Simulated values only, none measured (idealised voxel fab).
Process module heading - voxel transistor to metal
Pictured: cross-section cut, 200 nm wide, on a grid of 5 nm square cells.
Notation: cross-section as square-cell grid; stated in bands, top first, going down; one or more cell rows per band. For a band, the entry starts with two heights in nm, that of the top and then that of the bottom, and carries on with the band's materials in order from left to right, each alongside its width in nm; the word "full width" beside a single material means it fills the band edge to edge, and "blank" means empty space. Height is counted from the level 0, under which the received wafer is composed throughout of one material. The lowest of the bands is not closed at the bottom but continues downward, in the notation "0..down". Think of "30 to 40" as a width that walks from the first number to the second as you go down the band, top row to bottom row, taking equal-sized steps from row to row. What does "nothing altered" mean for a step? It means no cell of the cross-section changed in that step. Heads up: "Closed void register" only lists the empty pockets with no open path to the top that are 8 cells or more, and it writes them as width x height at distance, distance from the left edge, in nm. Where a step's line continues beyond its settings, the continuation is a remark by the simulator itself on that step. overlay nm: on a step with a mask, how far right of its planned place the mask lay; negative means left.
THE PROCESS STEPS THAT WERE PLANNED ARE LISTED BELOW
1. RECEIVE: material Si
2. OXIDIZE: depth nm 5
3. CONFORMAL_DEP: material SiN, thk nm 15
4. MASKED_ETCH: tone cover, mask id ACTIVE, width nm 105, etch materials SiN, depth nm 15, overlay nm 0
5. MASKED_ETCH: tone cover, mask id ACTIVE, width nm 105, etch materials SiO2, depth nm 5, overlay nm 0
6. MASKED_ETCH: tone cover, mask id ACTIVE, width nm 105, etch materials Si, depth nm 25, overlay nm 0
7. FILL_DEP: material SiO2, thk nm 5
8. CMP: height nm 15
9. SELECTIVE_ETCH: etch materials SiO2, depth nm 15
10. STRIP: etch materials SiN
11. SELECTIVE_ETCH: etch materials SiO2, depth nm 5
12. OXIDIZE: depth nm 5
13. DIRECTIONAL_DEP: material polySi, thk nm 20
14. DIRECTIONAL_DEP: material SiCN, thk nm 15
15. PATTERN: tone cover, mask id GATE, material resist, width nm 25, thk nm 15, overlay nm 0
16. DIRECTIONAL_ETCH: etch materials SiCN, depth nm 25
17. DIRECTIONAL_ETCH: etch materials polySi, depth nm 30
18. STRIP: etch materials resist
19. CONFORMAL_DEP: material SiN, thk nm 10
20. DIRECTIONAL_ETCH: etch materials SiN, depth nm 10
21. DIRECTIONAL_ETCH: etch materials SiO2, depth nm 5
22. DIRECTIONAL_ETCH: etch materials Si, depth nm 5
23. EPI: material pSi, thk nm 5
24. FILL_DEP: material SiO2, thk nm 5
25. CMP: height nm 15
26. STRIP: etch materials polySi
27. SELECTIVE_ETCH: etch materials SiO2, depth nm 5
28. CONFORMAL_DEP: material HfO2, thk nm 5
29. CONFORMAL_DEP: material TiN, thk nm 5
30. FILL_DEP: material W, thk nm 10
31. CMP: height nm 10
32. DIRECTIONAL_DEP: material SiO2, thk nm 15
33. MASKED_ETCH: tone open, mask id CONTACT, width nm 15, pitch nm 80, etch materials SiO2, depth nm 35, overlay nm 0
34. CONFORMAL_DEP: material TiN, thk nm 5
35. FILL_DEP: material W, thk nm 10
36. CMP: height nm 25
37. CONFORMAL_DEP: material SiN, thk nm 5
38. DIRECTIONAL_DEP: material lowk, thk nm 25
39. DIRECTIONAL_DEP: material aC, thk nm 10
40. PATTERN: tone open, mask id METAL_1, material resist, width nm 15, pitch nm 80, thk nm 30, overlay nm 0
41. DIRECTIONAL_ETCH: etch materials aC, depth nm 10
42. STRIP: etch materials resist
43. DIRECTIONAL_ETCH: etch materials lowk, depth nm 25
44. DIRECTIONAL_ETCH: etch materials SiN, depth nm 5
45. STRIP: etch materials aC
46. CONFORMAL_DEP: material TiN, thk nm 5
47. FILL_DEP: material Ru, thk nm 5
48. CMP: height nm 55
49. CONFORMAL_DEP: material SiN, thk nm 5
Variable across wafers: step 33 width nm (plan value is that of the first wafer; starting state common to all).
THE FIRST OF SEVERAL WAFERS IN CROSS-SECTION, EXACTLY AS IT REACHED US AFTER STEP 1
* 0..down: Si full width
* Closed void register: none
FIRST OF SEVERAL WAFERS: CROSS-SECTION AT THE END OF THE MODULE, AFTER STEP 49, ITS LAST STEP
* 60..55: SiN full width
* 55..30: lowk (50); TiN (5); Ru (5); TiN (5); lowk (65); TiN (5); Ru (5); TiN (5); lowk (55)
* 30..25: SiN (50); TiN (15); SiN (65); TiN (15); SiN (55)
* 25..10: SiO2 (50); TiN (5); W (5); TiN (5); SiO2 (65); TiN (5); W (5); TiN (5); SiO2 (55)
* 10..0: SiO2 (50); TiN (5); W (5); TiN (5); SiO2 (10); SiN (10); HfO2 (5); TiN (5); W (5); TiN (5); HfO2 (5); SiN (10); SiO2 (10); TiN (5); W (5); TiN (5); SiO2 (55)
* 0..-5: SiO2 (50); TiN (5); W (5); TiN (5); SiO2 (10); SiN (10); HfO2 (5); TiN (15); HfO2 (5); SiN (10); SiO2 (10); TiN (5); W (5); TiN (5); SiO2 (55)
* -5..-10: SiO2 (50); TiN (15); SiO2 (5); pSi (5); SiO2 (5); HfO2 (35); SiO2 (5); pSi (5); SiO2 (5); TiN (15); SiO2 (55)
* -10..-15: SiO2 (45); pSi (30); Si (45); pSi (30); SiO2 (50)
* -15..-30: SiO2 (45); Si (105); SiO2 (50)
* -30..down: Si full width
* Closed void register: none
CROSS-SECTION, LAST WAFER, MODULE COMPLETION
* 60..55: SiN full width
* 55..30: lowk (50); TiN (5); Ru (5); TiN (5); lowk (65); TiN (5); Ru (5); TiN (5); lowk (55)
* 30..25: SiN (50); TiN (15); SiN (65); TiN (15); SiN (55)
* 25..10: SiO2 (45); TiN (5); W (20); TiN (5); SiO2 (50); TiN (5); W (20); TiN (5); SiO2 (45)
* 10..0: SiO2 (45); TiN (5); W (20); TiN (5); SiN (10); HfO2 (5); TiN (5); W (5); TiN (5); HfO2 (5); SiN (10); SiO2 (5); TiN (5); W (20); TiN (5); SiO2 (45)
* 0..-5: SiO2 (45); TiN (5); W (15); TiN (10); SiN (10); HfO2 (5); TiN (15); HfO2 (5); SiN (10); SiO2 (5); TiN (5); W (20); TiN (5); SiO2 (45)
* -5..-10: SiO2 (45); TiN (25); pSi (5); SiO2 (5); HfO2 (35); SiO2 (5); pSi (5); TiN (30); SiO2 (45)
* -10..-15: SiO2 (45); pSi (30); Si (45); pSi (30); SiO2 (50)
* -15..-30: SiO2 (45); Si (105); SiO2 (50)
* -30..down: Si full width
* Closed void register: none
EACH ROW BELOW IS A WAFER AT THE END OF THE MODULE, LISTING FOR EVERY MATERIAL THE NUMBER OF CELLS IT HAS GAINED (+) OR LOST (-) SINCE IT WAS RECEIVED, FOLLOWED BY ITS CLOSED VOIDS
width nm 15 | +13 HfO2 | +10 Ru | -168 Si | +86 SiN | +278 SiO2 | +63 TiN | +14 W | +170 lowk | +14 pSi | Closed void register: none
width nm 20 | +13 HfO2 | +10 Ru | -168 Si | +86 SiN | +264 SiO2 | +65 TiN | +26 W | +170 lowk | +14 pSi | Closed void register: none
width nm 25 | +13 HfO2 | +10 Ru | -168 Si | +86 SiN | +250 SiO2 | +67 TiN | +38 W | +170 lowk | +14 pSi | Closed void register: none
width nm 30 | +13 HfO2 | +10 Ru | -168 Si | +86 SiN | +237 SiO2 | +69 TiN | +49 W | +170 lowk | +14 pSi | Closed void register: none
